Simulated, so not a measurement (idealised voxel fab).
The document below concerns the process module designated voxel trench capacitor.
Pictured: cross-section cut, 240 nm wide, on a grid of 5 nm square cells.
A cross-section is written here as square cells arranged in a grid, and it is given in bands from the top down, each band taking up one or more rows of cells.
Per band: top height and bottom height in nm, followed by the left-to-right materials and their widths in nm; "all across" marks a single material spanning edge to edge, "air" marks empty space.
Convention: height 0 is the level below which the wafer, as received, is all one material. The lowest band does not terminate at the bottom but continues downward, represented as "top 0, no bottom".
The two numbers in a width such as "30..40" mark its ends across the band: the first belongs to the top row of cells, the second to the bottom row, and from each row to the next the width moves by the same amount.
Any step labelled "all unchanged" changed none of the cells in the cross-section.
You'll see "Fully sealed voids" listing empty spaces that have no way open to the top, as long as they're 8 cells or more; the notation is width x height at distance, where the distance is from the left edge, and all of it is in nm.
after a step's settings: what the simulator itself notes on the step
When a step includes a mask, the "overlay nm" setting on its line states how far to the right of its planned place that mask lay, and negative values state how far to the left.
Process steps foreseen in the plan
1) RECEIVE,material Si
2) CONFORMAL_DEP,material SiN,thk nm 10
3) MASKED_ETCH,tone open,mask id TRENCH,width nm 25,pitch nm 40,etch materials SiN,depth nm 10,overlay nm 0
4) MASKED_ETCH,tone open,mask id TRENCH,width nm 25,pitch nm 40,etch materials Si,depth nm 40,overlay nm 0
5) CONFORMAL_DEP,material Al2O3,thk nm 5
6) FILL_DEP,material polySi,thk nm 10
7) CMP,height nm 10
The first wafer of two, processed as planned
Step 1 complete: cross-section of the wafer as received
	top 0, no bottom | Si all across
	Fully sealed voids: none
Take a look at the wafer's cross-section after step 2
	top 10, bottom 0 | SiN all across
	At heights below 0, the structure remains unaltered.
Take a look at the wafer's cross-section after step 3
	top 10, bottom 0 | SiN=45  air=25  SiN=15  air=25  SiN=15  air=25  SiN=15  air=25  SiN=50
	At heights below 0, the structure remains unaltered.
Take a look at the wafer's cross-section after step 4
	top 10, bottom 0 | SiN=45  air=25  SiN=15  air=25  SiN=15  air=25  SiN=15  air=25  SiN=50
	top 0, bottom -40 | Si=45  air=25  Si=15  air=25  Si=15  air=25  Si=15  air=25  Si=50
	At heights below -40, the structure remains unaltered.
Take a look at the wafer's cross-section after step 5
	top 15, bottom 10 | Al2O3=50  air=15  Al2O3=25  air=15  Al2O3=25  air=15  Al2O3=25  air=15  Al2O3=55
	top 10, bottom 0 | SiN=45  Al2O3=5  air=15  Al2O3=5  SiN=15  Al2O3=5  air=15  Al2O3=5  SiN=15  Al2O3=5  air=15  Al2O3=5  SiN=15  Al2O3=5  air=15  Al2O3=5  SiN=50
	top 0, bottom -35 | Si=45  Al2O3=5  air=15  Al2O3=5  Si=15  Al2O3=5  air=15  Al2O3=5  Si=15  Al2O3=5  air=15  Al2O3=5  Si=15  Al2O3=5  air=15  Al2O3=5  Si=50
	top -35, bottom -40 | Si=45  Al2O3=25  Si=15  Al2O3=25  Si=15  Al2O3=25  Si=15  Al2O3=25  Si=50
	At heights below -40, the structure remains unaltered.
Take a look at the wafer's cross-section after step 6
	top 25, bottom 15 | polySi all across
	top 15, bottom 10 | Al2O3=50  polySi=15  Al2O3=25  polySi=15  Al2O3=25  polySi=15  Al2O3=25  polySi=15  Al2O3=55
	top 10, bottom 0 | SiN=45  Al2O3=5  polySi=15  Al2O3=5  SiN=15  Al2O3=5  polySi=15  Al2O3=5  SiN=15  Al2O3=5  polySi=15  Al2O3=5  SiN=15  Al2O3=5  polySi=15  Al2O3=5  SiN=50
	top 0, bottom -35 | Si=45  Al2O3=5  polySi=15  Al2O3=5  Si=15  Al2O3=5  polySi=15  Al2O3=5  Si=15  Al2O3=5  polySi=15  Al2O3=5  Si=15  Al2O3=5  polySi=15  Al2O3=5  Si=50
	At heights below -35, the structure remains unaltered.
Take a look at the wafer's cross-section after step 7
	top 10, bottom 0 | SiN=45  Al2O3=5  polySi=15  Al2O3=5  SiN=15  Al2O3=5  polySi=15  Al2O3=5  SiN=15  Al2O3=5  polySi=15  Al2O3=5  SiN=15  Al2O3=5  polySi=15  Al2O3=5  SiN=50
	At heights below 0, the structure remains unaltered.
Second wafer, same starting state and plan as the first, one mistake in the run, identical through step 2
X-section, second wafer, when step 3 was due to finish
	top 10, bottom 0 | air=45  SiN=25  air=15  SiN=25  air=15  SiN=25  air=15  SiN=25  air=50
	At heights below 0, the structure remains unaltered.
X-section, second wafer, when step 4 was due to finish: all unchanged
X-section, second wafer, when step 5 was due to finish
	top 15, bottom 10 | air=40  Al2O3=35  air=5  Al2O3=35  air=5  Al2O3=35  air=5  Al2O3=35  air=45
	top 10, bottom 5 | air=40  Al2O3=5  SiN=25  Al2O3=5  air=5  Al2O3=5  SiN=25  Al2O3=5  air=5  Al2O3=5  SiN=25  Al2O3=5  air=5  Al2O3=5  SiN=25  Al2O3=5  air=45
	top 5, bottom 0 | Al2O3=45  SiN=25  Al2O3=15  SiN=25  Al2O3=15  SiN=25  Al2O3=15  SiN=25  Al2O3=50
	At heights below 0, the structure remains unaltered.
X-section, second wafer, when step 6 was due to finish
	top 25, bottom 15 | polySi all across
	top 15, bottom 10 | polySi=40  Al2O3=35  polySi=5  Al2O3=35  polySi=5  Al2O3=35  polySi=5  Al2O3=35  polySi=45
	top 10, bottom 5 | polySi=40  Al2O3=5  SiN=25  Al2O3=5  polySi=5  Al2O3=5  SiN=25  Al2O3=5  polySi=5  Al2O3=5  SiN=25  Al2O3=5  polySi=5  Al2O3=5  SiN=25  Al2O3=5  polySi=45
	At heights below 5, the structure remains unaltered.
X-section, second wafer, when step 7 was due to finish
	top 10, bottom 5 | polySi=40  Al2O3=5  SiN=25  Al2O3=5  polySi=5  Al2O3=5  SiN=25  Al2O3=5  polySi=5  Al2O3=5  SiN=25  Al2O3=5  polySi=5  Al2O3=5  SiN=25  Al2O3=5  polySi=45
	At heights below 5, the structure remains unaltered.
Finding, execution versus plan: step 3: run off-plan, actual operation and settings MASKED_ETCH,tone cover,mask id TRENCH,width nm 25,pitch nm 40,etch materials SiN,depth nm 10,overlay nm 0
It is noted that, at the conclusion of processing, the second wafer exhibits a higher or lower cell count for certain materials relative to the first: 56 fewer of Al2O3, 160 more of Si, 16 fewer of SiN, 88 fewer of polySi
